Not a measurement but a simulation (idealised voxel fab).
The name of this process module is voxel self aligned contacts.
Section shown: cut. Width: 280 nm. Cell size: 5 nm, square.
A cross-section in this document is a grid of square cells, and it is written down as bands, the top band listed before the ones below it; a band is made up of one or more rows of cells.
Band: top height; bottom height; in nm. Then, left to right: material with width in nm, for each material. "edge to edge": a single material spanning edge to edge. "empty": empty space.
The level at which height equals 0 is the one under which the wafer, as it arrives, is entirely one material. No lower edge exists for the bottom band, which continues downward and is notated as in "0 down".
Per-row width for "30->40": begins at first number (top row of band), ends at second number (bottom row), increment between rows held constant.
Basically "left unchanged" means that step didn't change any cell in the cross-section.
Closed empty spaces (no open way to the top) of 8 cells or more are what "Enclosed voids" lists, each as width x height at distance from the left edge, nm for all three.
On a step's line, text after the settings is the simulator commenting on that step.
On any step carrying a mask, the "overlay nm" setting, if present on the step's line, tells how far right of its planned place the mask lay; negative values point to the left.
### These are the steps we planned for the process
1,op RECEIVE | material Si
2,op CONFORMAL_DEP | material SiO2 | thk nm 5
3,op DIRECTIONAL_DEP | material polySi | thk nm 20
4,op DIRECTIONAL_DEP | material SiN | thk nm 20
5,op MASKED_ETCH | tone cover | mask id GATE | width nm 25 | pitch nm 55 | etch materials SiN | depth nm 20 | overlay nm 0
6,op MASKED_ETCH | tone cover | mask id GATE | width nm 25 | pitch nm 55 | etch materials polySi | depth nm 20 | overlay nm 0
7,op CONFORMAL_DEP | material SiN | thk nm 5
8,op DIRECTIONAL_ETCH | etch materials SiN | depth nm 5
9,op FILL_DEP | material SiO2 | thk nm 15
10,op CMP | height nm 50
11,op MASKED_ETCH | tone open | mask id CONTACT | width nm 40 | pitch nm 55 | etch materials SiO2 | depth nm 50 | overlay nm 0
12,op CONFORMAL_DEP | material TiN | thk nm 5
13,op FILL_DEP | material W | thk nm 5
14,op CMP | height nm 50
15,op CONFORMAL_DEP | material SiCN | thk nm 5
### First of two wafers - as planned
### Cross-section, incoming material, after step 1
0 down  Si edge to edge
Enclosed voids: none
### Wafer after step 2 (cross-section)
5 to 0  SiO2 edge to edge
Whatever lies below 0 is exactly as it was before.
### Wafer after step 3 (cross-section)
25 to 5  polySi edge to edge
Whatever lies below 5 is exactly as it was before.
### Wafer after step 4 (cross-section)
45 to 25  SiN edge to edge
Whatever lies below 25 is exactly as it was before.
### Wafer after step 5 (cross-section)
45 to 25  empty: 70 / SiN: 25 / empty: 30 / SiN: 25 / empty: 30 / SiN: 25 / empty: 75
Whatever lies below 25 is exactly as it was before.
### Wafer after step 6 (cross-section)
45 to 25  empty: 70 / SiN: 25 / empty: 30 / SiN: 25 / empty: 30 / SiN: 25 / empty: 75
25 to 5  empty: 70 / polySi: 25 / empty: 30 / polySi: 25 / empty: 30 / polySi: 25 / empty: 75
Whatever lies below 5 is exactly as it was before.
### Wafer after step 7 (cross-section)
50 to 25  empty: 65 / SiN: 35 / empty: 20 / SiN: 35 / empty: 20 / SiN: 35 / empty: 70
25 to 10  empty: 65 / SiN: 5 / polySi: 25 / SiN: 5 / empty: 20 / SiN: 5 / polySi: 25 / SiN: 5 / empty: 20 / SiN: 5 / polySi: 25 / SiN: 5 / empty: 70
10 to 5  SiN: 70 / polySi: 25 / SiN: 30 / polySi: 25 / SiN: 30 / polySi: 25 / SiN: 75
Whatever lies below 5 is exactly as it was before.
### Wafer after step 8 (cross-section)
45 to 25  empty: 65 / SiN: 35 / empty: 20 / SiN: 35 / empty: 20 / SiN: 35 / empty: 70
25 to 5  empty: 65 / SiN: 5 / polySi: 25 / SiN: 5 / empty: 20 / SiN: 5 / polySi: 25 / SiN: 5 / empty: 20 / SiN: 5 / polySi: 25 / SiN: 5 / empty: 70
Whatever lies below 5 is exactly as it was before.
### Wafer after step 9 (cross-section)
60 to 45  SiO2 edge to edge
45 to 25  SiO2: 65 / SiN: 35 / SiO2: 20 / SiN: 35 / SiO2: 20 / SiN: 35 / SiO2: 70
25 to 5  SiO2: 65 / SiN: 5 / polySi: 25 / SiN: 5 / SiO2: 20 / SiN: 5 / polySi: 25 / SiN: 5 / SiO2: 20 / SiN: 5 / polySi: 25 / SiN: 5 / SiO2: 70
Whatever lies below 5 is exactly as it was before.
### Wafer after step 10 (cross-section)
50 to 45  SiO2 edge to edge
Whatever lies below 45 is exactly as it was before.
### Wafer after step 11 (cross-section)
50 to 45  SiO2: 90 / empty: 40 / SiO2: 15 / empty: 40 / SiO2: 95
45 to 25  SiO2: 65 / SiN: 35 / empty: 20 / SiN: 35 / empty: 20 / SiN: 35 / SiO2: 70
25 to 5  SiO2: 65 / SiN: 5 / polySi: 25 / SiN: 5 / empty: 20 / SiN: 5 / polySi: 25 / SiN: 5 / empty: 20 / SiN: 5 / polySi: 25 / SiN: 5 / SiO2: 70
5 to 0  SiO2: 100 / empty: 20 / SiO2: 35 / empty: 20 / SiO2: 105
Whatever lies below 0 is exactly as it was before.
### Wafer after step 12 (cross-section)
55 to 50  TiN: 95 / empty: 30 / TiN: 25 / empty: 30 / TiN: 100
50 to 45  SiO2: 90 / TiN: 15 / empty: 10 / TiN: 15 / SiO2: 15 / TiN: 15 / empty: 10 / TiN: 15 / SiO2: 95
45 to 25  SiO2: 65 / SiN: 35 / TiN: 5 / empty: 10 / TiN: 5 / SiN: 35 / TiN: 5 / empty: 10 / TiN: 5 / SiN: 35 / SiO2: 70
25 to 5  SiO2: 65 / SiN: 5 / polySi: 25 / SiN: 5 / TiN: 5 / empty: 10 / TiN: 5 / SiN: 5 / polySi: 25 / SiN: 5 / TiN: 5 / empty: 10 / TiN: 5 / SiN: 5 / polySi: 25 / SiN: 5 / SiO2: 70
5 to 0  SiO2: 100 / TiN: 20 / SiO2: 35 / TiN: 20 / SiO2: 105
Whatever lies below 0 is exactly as it was before.
### Wafer after step 13 (cross-section)
60 to 55  W edge to edge
55 to 50  TiN: 95 / W: 30 / TiN: 25 / W: 30 / TiN: 100
50 to 45  SiO2: 90 / TiN: 15 / W: 10 / TiN: 15 / SiO2: 15 / TiN: 15 / W: 10 / TiN: 15 / SiO2: 95
45 to 25  SiO2: 65 / SiN: 35 / TiN: 5 / W: 10 / TiN: 5 / SiN: 35 / TiN: 5 / W: 10 / TiN: 5 / SiN: 35 / SiO2: 70
25 to 5  SiO2: 65 / SiN: 5 / polySi: 25 / SiN: 5 / TiN: 5 / W: 10 / TiN: 5 / SiN: 5 / polySi: 25 / SiN: 5 / TiN: 5 / W: 10 / TiN: 5 / SiN: 5 / polySi: 25 / SiN: 5 / SiO2: 70
Whatever lies below 5 is exactly as it was before.
### Wafer after step 14 (cross-section)
50 to 45  SiO2: 90 / TiN: 15 / W: 10 / TiN: 15 / SiO2: 15 / TiN: 15 / W: 10 / TiN: 15 / SiO2: 95
Whatever lies below 45 is exactly as it was before.
### Wafer after step 15 (cross-section)
55 to 50  SiCN edge to edge
Whatever lies below 50 is exactly as it was before.
### Regarding the second of the two wafers: it shared the first wafer's starting condition and process plan, yet one error occurred during its execution. Its history coincides with that of the first wafer up to and including step 2
### Second wafer, cut view, end of step 3 per plan
20 to 5  polySi edge to edge
Whatever lies below 5 is exactly as it was before.
### Second wafer, cut view, end of step 4 per plan
40 to 20  SiN edge to edge
Whatever lies below 20 is exactly as it was before.
### Second wafer, cut view, end of step 5 per plan
40 to 20  empty: 70 / SiN: 25 / empty: 30 / SiN: 25 / empty: 30 / SiN: 25 / empty: 75
Whatever lies below 20 is exactly as it was before.
### Second wafer, cut view, end of step 6 per plan
40 to 20  empty: 70 / SiN: 25 / empty: 30 / SiN: 25 / empty: 30 / SiN: 25 / empty: 75
20 to 5  empty: 70 / polySi: 25 / empty: 30 / polySi: 25 / empty: 30 / polySi: 25 / empty: 75
Whatever lies below 5 is exactly as it was before.
### Second wafer, cut view, end of step 7 per plan
45 to 20  empty: 65 / SiN: 35 / empty: 20 / SiN: 35 / empty: 20 / SiN: 35 / empty: 70
20 to 10  empty: 65 / SiN: 5 / polySi: 25 / SiN: 5 / empty: 20 / SiN: 5 / polySi: 25 / SiN: 5 / empty: 20 / SiN: 5 / polySi: 25 / SiN: 5 / empty: 70
10 to 5  SiN: 70 / polySi: 25 / SiN: 30 / polySi: 25 / SiN: 30 / polySi: 25 / SiN: 75
Whatever lies below 5 is exactly as it was before.
### Second wafer, cut view, end of step 8 per plan
40 to 20  empty: 65 / SiN: 35 / empty: 20 / SiN: 35 / empty: 20 / SiN: 35 / empty: 70
20 to 5  empty: 65 / SiN: 5 / polySi: 25 / SiN: 5 / empty: 20 / SiN: 5 / polySi: 25 / SiN: 5 / empty: 20 / SiN: 5 / polySi: 25 / SiN: 5 / empty: 70
Whatever lies below 5 is exactly as it was before.
### Second wafer, cut view, end of step 9 per plan
55 to 40  SiO2 edge to edge
40 to 20  SiO2: 65 / SiN: 35 / SiO2: 20 / SiN: 35 / SiO2: 20 / SiN: 35 / SiO2: 70
20 to 5  SiO2: 65 / SiN: 5 / polySi: 25 / SiN: 5 / SiO2: 20 / SiN: 5 / polySi: 25 / SiN: 5 / SiO2: 20 / SiN: 5 / polySi: 25 / SiN: 5 / SiO2: 70
Whatever lies below 5 is exactly as it was before.
### Second wafer, cut view, end of step 10 per plan
50 to 40  SiO2 edge to edge
Whatever lies below 40 is exactly as it was before.
### Second wafer, cut view, end of step 11 per plan
50 to 40  SiO2: 90 / empty: 40 / SiO2: 15 / empty: 40 / SiO2: 95
40 to 20  SiO2: 65 / SiN: 35 / empty: 20 / SiN: 35 / empty: 20 / SiN: 35 / SiO2: 70
20 to 5  SiO2: 65 / SiN: 5 / polySi: 25 / SiN: 5 / empty: 20 / SiN: 5 / polySi: 25 / SiN: 5 / empty: 20 / SiN: 5 / polySi: 25 / SiN: 5 / SiO2: 70
5 to 0  SiO2: 100 / empty: 20 / SiO2: 35 / empty: 20 / SiO2: 105
Whatever lies below 0 is exactly as it was before.
### Second wafer, cut view, end of step 12 per plan
55 to 50  TiN: 95 / empty: 30 / TiN: 25 / empty: 30 / TiN: 100
50 to 40  SiO2: 90 / TiN: 5->15 / empty: 30->10 / TiN: 5->15 / SiO2: 15 / TiN: 5->15 / empty: 30->10 / TiN: 5->15 / SiO2: 95
40 to 20  SiO2: 65 / SiN: 35 / TiN: 5 / empty: 10 / TiN: 5 / SiN: 35 / TiN: 5 / empty: 10 / TiN: 5 / SiN: 35 / SiO2: 70
20 to 5  SiO2: 65 / SiN: 5 / polySi: 25 / SiN: 5 / TiN: 5 / empty: 10 / TiN: 5 / SiN: 5 / polySi: 25 / SiN: 5 / TiN: 5 / empty: 10 / TiN: 5 / SiN: 5 / polySi: 25 / SiN: 5 / SiO2: 70
5 to 0  SiO2: 100 / TiN: 20 / SiO2: 35 / TiN: 20 / SiO2: 105
Whatever lies below 0 is exactly as it was before.
### Second wafer, cut view, end of step 13 per plan
60 to 55  W edge to edge
55 to 50  TiN: 95 / W: 30 / TiN: 25 / W: 30 / TiN: 100
50 to 40  SiO2: 90 / TiN: 5->15 / W: 30->10 / TiN: 5->15 / SiO2: 15 / TiN: 5->15 / W: 30->10 / TiN: 5->15 / SiO2: 95
40 to 20  SiO2: 65 / SiN: 35 / TiN: 5 / W: 10 / TiN: 5 / SiN: 35 / TiN: 5 / W: 10 / TiN: 5 / SiN: 35 / SiO2: 70
20 to 5  SiO2: 65 / SiN: 5 / polySi: 25 / SiN: 5 / TiN: 5 / W: 10 / TiN: 5 / SiN: 5 / polySi: 25 / SiN: 5 / TiN: 5 / W: 10 / TiN: 5 / SiN: 5 / polySi: 25 / SiN: 5 / SiO2: 70
Whatever lies below 5 is exactly as it was before.
### Second wafer, cut view, end of step 14 per plan
50 to 40  SiO2: 90 / TiN: 5->15 / W: 30->10 / TiN: 5->15 / SiO2: 15 / TiN: 5->15 / W: 30->10 / TiN: 5->15 / SiO2: 95
Whatever lies below 40 is exactly as it was before.
### Second wafer, cut view, end of step 15 per plan
55 to 50  SiCN edge to edge
Whatever lies below 50 is exactly as it was before.
Diagnosis: for step 3, the planned setting was not used; the step was instead run as op DIRECTIONAL_DEP | material polySi | thk nm 15
Upon completion, the second wafer contains, in terms of cells, a greater or smaller amount of certain materials than the first wafer: SiN -6, SiO2 +13, W +8, polySi -15
